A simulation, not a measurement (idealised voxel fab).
Process module in this document: voxel capacitor over wiring
Shown is cross-section cut, with a width of 280 nm and square cells of size 5 nm.
Cross-section layout: square cells on a grid; listed as bands, top to bottom; a band spans one or more cell rows.
Look at the band entry: it leads with the top's height and the bottom's height in nm. Then it lists the materials left to right, with a width in nm for each. The word "edge to edge" on a single material says that material fills the band edge to edge. The word "empty" is empty space.
We count height from 0. Below that, the starting wafer is all one material. The lowest band never ends at the bottom but goes on down; see "from 0 down" for how that is written.
Top row gets the first number, bottom row gets the second, and each row in between changes by the same step: that is how a band width like "30->40" works.
Basically "all unchanged" means that step didn't change any cell in the cross-section.
Empty spaces without an open route to the top, at least 8 cells in extent, make up the entry "Closed internal voids"; each is given as width x height at distance, where the distance is measured from the left edge, and all are in nm.
It should be noted that, on the line of a given step, the content following the step's settings is a remark produced by the simulator itself with respect to that step.
For masked steps, "overlay nm" on the step line gives how far right of plan the mask actually lay; a minus sign means it lay to the left.

# This section lists the process steps that were planned
1 RECEIVE: material Si
2 CONFORMAL_DEP: material SiO2, thk nm 10
3 DIRECTIONAL_DEP: material TiN, thk nm 5
4 DIRECTIONAL_DEP: material W, thk nm 20
5 MASKED_ETCH: tone cover, mask id METAL_1, width nm 25, pitch nm 85, etch materials W, depth nm 20, overlay nm 0
6 MASKED_ETCH: tone cover, mask id METAL_1, width nm 25, pitch nm 85, etch materials TiN, depth nm 5, overlay nm 0
7 CONFORMAL_DEP: material SiN, thk nm 5
8 FILL_DEP: material lowk, thk nm 5
9 CMP: height nm 35
10 CONFORMAL_DEP: material SiCN, thk nm 5
11 DIRECTIONAL_DEP: material SiO2, thk nm 15
12 PATTERN: tone open, mask id PLUG_1, material resist, width nm 15, thk nm 15, overlay nm 0
13 DIRECTIONAL_ETCH: etch materials SiO2, depth nm 15
14 DIRECTIONAL_ETCH: etch materials SiCN, depth nm 5
15 STRIP: etch materials resist
16 EPI: material Ru, thk nm 10
17 EPI: material Ru, thk nm 10
18 DIRECTIONAL_DEP: material TiN, thk nm 10
19 DIRECTIONAL_DEP: material HfO2, thk nm 5
20 DIRECTIONAL_DEP: material TiN, thk nm 5
21 DIRECTIONAL_DEP: material aC, thk nm 15
22 PATTERN: tone cover, mask id UPPER_PLATE, material resist, width nm 65, thk nm 30, overlay nm 0
23 DIRECTIONAL_ETCH: etch materials aC, depth nm 15
24 STRIP: etch materials resist
25 DIRECTIONAL_ETCH: etch materials TiN, depth nm 5
26 DIRECTIONAL_ETCH: etch materials HfO2, depth nm 5
27 STRIP: etch materials aC
28 DIRECTIONAL_DEP: material aC, thk nm 15
29 PATTERN: tone cover, mask id LOWER_PLATE, material resist, width nm 75, thk nm 35, overlay nm 0
30 DIRECTIONAL_ETCH: etch materials aC, depth nm 15
31 STRIP: etch materials resist
32 DIRECTIONAL_ETCH: etch materials TiN, depth nm 10
33 STRIP: etch materials aC
34 FILL_DEP: material SiO2, thk nm 15
35 CMP: height nm 85
36 DIRECTIONAL_DEP: material aC, thk nm 15
37 PATTERN: tone open, mask id PLUG_2, material resist, width nm 15, thk nm 35, overlay nm 0
38 DIRECTIONAL_ETCH: etch materials aC, depth nm 15
39 STRIP: etch materials resist
40 DIRECTIONAL_ETCH: etch materials SiO2, depth nm 10
41 STRIP: etch materials aC
42 CONFORMAL_DEP: material TiN, thk nm 5
43 FILL_DEP: material Cu, thk nm 5
44 CMP: height nm 85
45 CONFORMAL_DEP: material SiCN, thk nm 5

# Cross-section of the incoming wafer, state after step 1
  from 0 down  Si edge to edge
  Closed internal voids: none

# The following cross-section depicts the wafer upon conclusion of the module. Processing commenced from the starting condition illustrated above and adhered to the plan illustrated above, save for one mistake in execution
  from 90 to 85  SiCN edge to edge
  from 85 to 80  SiO2 105, then TiN 5, then Cu 5, then TiN 5, then SiO2 160
  from 80 to 70  SiO2 105->110, then TiN 15->50, then SiO2 160->120
  from 70 to 65  SiO2 110, then HfO2 50, then SiO2 120
  from 65 to 55  SiO2 90, then TiN 5, then SiO2 15, then TiN 55, then SiO2 115
  from 55 to 50  SiO2 95, then TiN 15, then SiO2 170
  from 50 to 45  SiO2 95, then HfO2 15, then SiO2 170
  from 45 to 40  SiO2 95, then TiN 15, then SiO2 170
  from 40 to 35  SiCN 95, then TiN 15, then SiCN 170
  from 35 to 30  lowk 80, then SiN 35, then lowk 50, then SiN 35, then lowk 80
  from 30 to 15  lowk 80, then SiN 5, then W 25, then SiN 5, then lowk 50, then SiN 5, then W 25, then SiN 5, then lowk 80
  from 15 to 10  SiN 85, then W 25, then SiN 60, then W 25, then SiN 85
  from 10 to 0  SiO2 edge to edge
  from 0 down  Si edge to edge
  Closed internal voids: none
what went wrong: plan step 3 skipped
